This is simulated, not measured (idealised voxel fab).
A process module follows: voxel gate over fins.
Displayed cross-section: cut, width of 285 nm, square cells sized 5 nm.
Each cross-section below is a grid of square cells, stated as bands in top-down order, with one or more rows of cells making up each band. For a band, the entry starts with two heights in nm, that of the top and then that of the bottom, and carries on with the band's materials in order from left to right, each alongside its width in nm; the word "edge to edge" beside a single material means it fills the band edge to edge, and "empty" means empty space. Beneath 0, the wafer as received is one material, and that level is where height counting begins. The lowest band goes on downward without a bottom; it is written like "0 down". A width given as "30..40" starts at the first number in the band's top row and ends at the second number in its bottom row, shifting by an equal amount at every step from row to row. "identical to before" -> step changed no cross-section cell. Entry "Completely sealed voids". Content: empty spaces with no open connection to the top, size 8 cells or greater. Each: width x height at distance. Distance: from left edge. Unit: nm. It should be noted that, on the line of a given step, the content following the step's settings is a remark produced by the simulator itself with respect to that step. "overlay nm" on a masked step: distance the mask lay right of its planned place, negative for left.

Steps in the process plan:
- 1: RECEIVE with material Si
- 2: CONFORMAL_DEP with material SiN, thk nm 5
- 3: MASKED_ETCH with tone cover, mask id FINS, width nm 15, pitch nm 55, etch materials SiN, depth nm 5, overlay nm 0
- 4: MASKED_ETCH with tone cover, mask id FINS, width nm 15, pitch nm 55, etch materials Si, depth nm 40, overlay nm 0
- 5: OXIDIZE with depth nm 5
- 6: FILL_DEP with material SiO2, thk nm 15
- 7: CMP with height nm 5
- 8: MASKED_ETCH with tone open, mask id RAIL, width nm 15, etch materials SiO2, depth nm 40, overlay nm 0
- 9: CONFORMAL_DEP with material TiN, thk nm 5
- 10: FILL_DEP with material W, thk nm 5
- 11: CMP with height nm 5
- 12: SELECTIVE_ETCH with etch materials W Ru TiN, depth nm 25
- 13: FILL_DEP with material SiO2, thk nm 5
- 14: CMP with height nm 5
- 15: SELECTIVE_ETCH with etch materials SiO2, depth nm 20
- 16: STRIP with etch materials SiN
- 17: CONFORMAL_DEP with material HfO2, thk nm 5
- 18: CONFORMAL_DEP with material TiN, thk nm 5
- 19: FILL_DEP with material W, thk nm 15
- 20: CMP with height nm 20
- 21: CONFORMAL_DEP with material SiCN, thk nm 5

Wafer at receipt (post step 1), cross-section:
> 0 down: Si edge to edge
> Completely sealed voids: none

First wafer at the end, as planned:
> 25 to 20: SiCN edge to edge
> 20 to 10: W edge to edge
> 10 to 5: W 45 nm, then TiN 25 nm, then W 30 nm, then TiN 25 nm, then W 30 nm, then TiN 25 nm, then W 30 nm, then TiN 25 nm, then W 50 nm
> 5 to 0: W 45 nm, then TiN 5 nm, then HfO2 15 nm, then TiN 5 nm, then W 30 nm, then TiN 5 nm, then HfO2 15 nm, then TiN 5 nm, then W 30 nm, then TiN 5 nm, then HfO2 15 nm, then TiN 5 nm, then W 30 nm, then TiN 5 nm, then HfO2 15 nm, then TiN 5 nm, then W 50 nm
> 0 to -5: W 45 nm, then TiN 5 nm, then HfO2 5 nm, then Si 5 nm, then HfO2 5 nm, then TiN 5 nm, then W 30 nm, then TiN 5 nm, then HfO2 5 nm, then Si 5 nm, then HfO2 5 nm, then TiN 5 nm, then W 30 nm, then TiN 5 nm, then HfO2 5 nm, then Si 5 nm, then HfO2 5 nm, then TiN 5 nm, then W 30 nm, then TiN 5 nm, then HfO2 5 nm, then Si 5 nm, then HfO2 5 nm, then TiN 5 nm, then W 50 nm
> -5 to -10: TiN 50 nm, then HfO2 5 nm, then Si 5 nm, then HfO2 5 nm, then TiN 40 nm, then HfO2 5 nm, then Si 5 nm, then HfO2 5 nm, then TiN 40 nm, then HfO2 5 nm, then Si 5 nm, then HfO2 5 nm, then TiN 40 nm, then HfO2 5 nm, then Si 5 nm, then HfO2 5 nm, then TiN 55 nm
> -10 to -15: HfO2 55 nm, then Si 5 nm, then HfO2 50 nm, then Si 5 nm, then HfO2 50 nm, then Si 5 nm, then HfO2 50 nm, then Si 5 nm, then HfO2 60 nm
> -15 to -20: SiO2 55 nm, then Si 5 nm, then SiO2 50 nm, then Si 5 nm, then SiO2 50 nm, then Si 5 nm, then SiO2 50 nm, then Si 5 nm, then SiO2 60 nm
> -20 to -30: SiO2 55 nm, then Si 5 nm, then SiO2 15 nm, then TiN 5 nm, then W 5 nm, then TiN 5 nm, then SiO2 20 nm, then Si 5 nm, then SiO2 50 nm, then Si 5 nm, then SiO2 50 nm, then Si 5 nm, then SiO2 60 nm
> -30 to -35: SiO2 55 nm, then Si 5 nm, then SiO2 15 nm, then TiN 15 nm, then SiO2 20 nm, then Si 5 nm, then SiO2 50 nm, then Si 5 nm, then SiO2 50 nm, then Si 5 nm, then SiO2 60 nm
> -35 to -45: SiO2 55 nm, then Si 5 nm, then SiO2 50 nm, then Si 5 nm, then SiO2 50 nm, then Si 5 nm, then SiO2 50 nm, then Si 5 nm, then SiO2 60 nm
> -45 down: Si edge to edge
> Completely sealed voids: none

So this is wafer number two of the two, cut at the end of the module - it started where the first did and had the same plan, we just got one thing wrong running it:
> 25 to 20: SiCN edge to edge
> 20 to 10: W edge to edge
> 10 to 5: W 45 nm, then TiN 25 nm, then W 30 nm, then TiN 25 nm, then W 30 nm, then TiN 25 nm, then W 30 nm, then TiN 25 nm, then W 50 nm
> 5 to 0: W 45 nm, then TiN 5 nm, then HfO2 15 nm, then TiN 5 nm, then W 30 nm, then TiN 5 nm, then HfO2 15 nm, then TiN 5 nm, then W 30 nm, then TiN 5 nm, then HfO2 15 nm, then TiN 5 nm, then W 30 nm, then TiN 5 nm, then HfO2 15 nm, then TiN 5 nm, then W 50 nm
> 0 to -5: W 45 nm, then TiN 5 nm, then HfO2 5 nm, then Si 5 nm, then HfO2 5 nm, then TiN 5 nm, then W 30 nm, then TiN 5 nm, then HfO2 5 nm, then Si 5 nm, then HfO2 5 nm, then TiN 5 nm, then W 30 nm, then TiN 5 nm, then HfO2 5 nm, then Si 5 nm, then HfO2 5 nm, then TiN 5 nm, then W 30 nm, then TiN 5 nm, then HfO2 5 nm, then Si 5 nm, then HfO2 5 nm, then TiN 5 nm, then W 50 nm
> -5 to -10: TiN 50 nm, then HfO2 5 nm, then Si 5 nm, then HfO2 5 nm, then TiN 40 nm, then HfO2 5 nm, then Si 5 nm, then HfO2 5 nm, then TiN 40 nm, then HfO2 5 nm, then Si 5 nm, then HfO2 5 nm, then TiN 40 nm, then HfO2 5 nm, then Si 5 nm, then HfO2 5 nm, then TiN 55 nm
> -10 to -15: HfO2 55 nm, then Si 5 nm, then HfO2 50 nm, then Si 5 nm, then HfO2 50 nm, then Si 5 nm, then HfO2 50 nm, then Si 5 nm, then HfO2 60 nm
> -15 to -20: SiO2 55 nm, then Si 5 nm, then SiO2 50 nm, then Si 5 nm, then SiO2 50 nm, then Si 5 nm, then SiO2 50 nm, then Si 5 nm, then SiO2 60 nm
> -20 to -30: SiO2 55 nm, then Si 5 nm, then SiO2 10 nm, then TiN 5 nm, then W 5 nm, then TiN 5 nm, then SiO2 25 nm, then Si 5 nm, then SiO2 50 nm, then Si 5 nm, then SiO2 50 nm, then Si 5 nm, then SiO2 60 nm
> -30 to -35: SiO2 55 nm, then Si 5 nm, then SiO2 10 nm, then TiN 15 nm, then SiO2 25 nm, then Si 5 nm, then SiO2 50 nm, then Si 5 nm, then SiO2 50 nm, then Si 5 nm, then SiO2 60 nm
> -35 to -45: SiO2 55 nm, then Si 5 nm, then SiO2 50 nm, then Si 5 nm, then SiO2 50 nm, then Si 5 nm, then SiO2 50 nm, then Si 5 nm, then SiO2 60 nm
> -45 down: Si edge to edge
> Completely sealed voids: none
It is concluded that the wafer was processed incorrectly with respect to the plan, in that step 8 ran with different settings than intended, the actual operation and settings being MASKED_ETCH with tone open, mask id RAIL, width nm 15, etch materials SiO2, depth nm 40, overlay nm -5
By the end, you'd get the same cell count for each material on either wafer, but the second wafer puts them somewhere else.
